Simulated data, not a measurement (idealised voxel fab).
process module | voxel ribs on slabs
cross-section cut | 280 nm wide | cells 5 nm
A cross-section is a grid of square cells, given in bands from the top down. A band is one or more rows of cells.
Each band's line starts with the height of the band's top and of its bottom, in nm. Then come its materials from left to right, each with its width in nm. One material with "throughout" fills the band from edge to edge. "air" is empty space.
Height 0 is the level under which the wafer as received is all one material. The lowest band goes on downwards, as in "0 down".
A width such as "30 to 40" changes by the same amount from each row of cells to the next, from the band's top row to its bottom row.
"no change" after a step means that no cell of the cross-section changed.
closed voids: empty space of 8 cells or more with no open way to the top, each as width x height at its distance from the left edge, in nm
after a step's settings: what the simulator itself notes on the step
overlay nm, on a step with a mask: how far to the right of its planned place the mask lay; to the left if negative
plan
1 op RECEIVE | material Si
2 op DIRECTIONAL_DEP | material SiO2 | thk nm 25
3 op DIRECTIONAL_DEP | material polySi | thk nm 25
4 op MASKED_ETCH | tone cover | mask id RIB | width nm 25 | etch materials polySi | depth nm 10 | overlay nm 0
5 op DIRECTIONAL_DEP | material aC | thk nm 15
6 op PATTERN | tone cover | mask id SLAB | material resist | width nm 55 | thk nm 35 | overlay nm 0
7 op DIRECTIONAL_ETCH | etch materials aC | depth nm 15
8 op STRIP | etch materials resist
9 op DIRECTIONAL_ETCH | etch materials polySi | depth nm 15
10 op STRIP | etch materials aC
11 op FILL_DEP | material SiO2 | thk nm 15
12 op CMP | height nm 60
13 op DIRECTIONAL_DEP | material TiN | thk nm 10
14 op MASKED_ETCH | tone cover | mask id HEATER | width nm 35 | etch materials TiN | depth nm 10 | overlay nm 0
15 op CONFORMAL_DEP | material SiN | thk nm 5
as received, after step 1
  0 down: Si throughout
  closed voids: none
first wafer at the end, as planned
  75 to 70: air 115 | SiN 45 | air 120
  70 to 65: air 115 | SiN 5 | TiN 35 | SiN 5 | air 120
  65 to 60: SiN 120 | TiN 35 | SiN 125
  60 to 50: SiO2 throughout
  50 to 40: SiO2 125 | polySi 25 | SiO2 130
  40 to 25: SiO2 110 | polySi 55 | SiO2 115
  25 to 0: SiO2 throughout
  0 down: Si throughout
  closed voids: none
second wafer at the end: like start, like plan, one mistake
  75 to 70: air 115 | SiN 45 | air 120
  70 to 65: air 115 | SiN 5 | TiN 35 | SiN 5 | air 120
  65 to 60: SiN 120 | TiN 35 | SiN 125
  60 to 50: SiO2 throughout
  50 to 40: SiO2 125 | polySi 25 | SiO2 130
  40 to 25: SiO2 115 | polySi 55 | SiO2 110
  25 to 0: SiO2 throughout
  0 down: Si throughout
  closed voids: none
what went wrong: step 6 ran as: op PATTERN | tone cover | mask id SLAB | material resist | width nm 55 | thk nm 35 | overlay nm 5
at the end the second wafer has, in cells: as many of each material as the first, in other places
